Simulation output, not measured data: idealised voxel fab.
voxel local oxidation: a process module
The width of the displayed cross-section, cut, is 235 nm; its cells are square, with a size of 5 nm.
In what follows, cross-sections appear as grids of square cells, described through bands that run from the top down, where every band is one or more rows of cells.
In this notation a band is specified by the heights of its top and bottom, in that order and in nm, after which its materials appear from left to right, each paired with its width in nm. The word "everywhere" attached to a single material means that material fills the band from edge to edge; the word "empty" stands for empty space.
Heights are measured from 0, the level below which the as-received wafer is all one material; the lowest band has no bottom and continues downward, written as in "top 0, no bottom".
A two-number width, for instance "30->40", indicates that the width is equal to the first number in the top row of the band and to the second number in the bottom row, and that it changes by a constant amount per row of cells.
Basically "no modification" means that step didn't change any cell in the cross-section.
Enclosed void entries: empty space of 8 cells or more with no open way to the top, each as width x height at its distance from the left edge, in nm
Note: text after step settings on the step line = simulator remark on that step.
If you see "overlay nm" on a step's line and that step has a mask, it's telling you how far right of where it was planned the mask ended up; a negative number means it went left instead.
**Planned step list for the process**
1) op RECEIVE | material Si
2) op OXIDIZE | depth nm 5
3) op CONFORMAL_DEP | material SiN | thk nm 15
4) op MASKED_ETCH | tone cover | mask id ACTIVE | width nm 110 | etch materials SiN | depth nm 15 | overlay nm 0
5) op SELECTIVE_ETCH | etch materials SiO2 | depth nm 5
6) op OXIDIZE | depth nm 10
7) op STRIP | etch materials SiN
**The first of the two wafers, which ran as planned**
**As-received state of the wafer in cross-section, equivalent to post-step 1**
> top 0, no bottom | Si everywhere
> Enclosed void entries: none
**Take a look at the wafer's cross-section after step 2**
> top 0, bottom -5 | SiO2 everywhere
> below -5: unchanged
**Take a look at the wafer's cross-section after step 3**
> top 15, bottom 0 | SiN everywhere
> below 0: unchanged
**Take a look at the wafer's cross-section after step 4**
> top 15, bottom 0 | empty=60 / SiN=110 / empty=65
> below 0: unchanged
**Take a look at the wafer's cross-section after step 5**
> top 15, bottom 0 | empty=60 / SiN=110 / empty=65
> top 0, bottom -5 | empty=65 / SiO2=100 / empty=70
> below -5: unchanged
**Take a look at the wafer's cross-section after step 6**
> top 15, bottom 0 | empty=60 / SiN=110 / empty=65
> top 0, bottom -5 | empty=65 / SiO2=100 / empty=70
> top -5, bottom -15 | SiO2=75 / Si=80 / SiO2=80
> below -15: unchanged
**Take a look at the wafer's cross-section after step 7**
> top 0, bottom -5 | empty=65 / SiO2=100 / empty=70
> below -5: unchanged
**Wafer two. Same start, same plan, one slip in execution. Same as wafer one through step 5, inclusive**
**Second wafer, sectioned view, at step 6's planned end time**
> top 0, bottom -5 | empty=65 / SiO2=100 / empty=70
> below -5: unchanged
**Second wafer, sectioned view, at step 7's planned end time**
> top 0, bottom -5 | empty=65 / SiO2=100 / empty=70
> top -5, bottom -15 | SiO2=75 / Si=80 / SiO2=80
> below -15: unchanged
Deviation noted in wafer processing: sequence error: steps 6 and 7 interchanged
The final cross-section is the same for the two wafers, so this model computes the same thing whether or not the mistake was made.
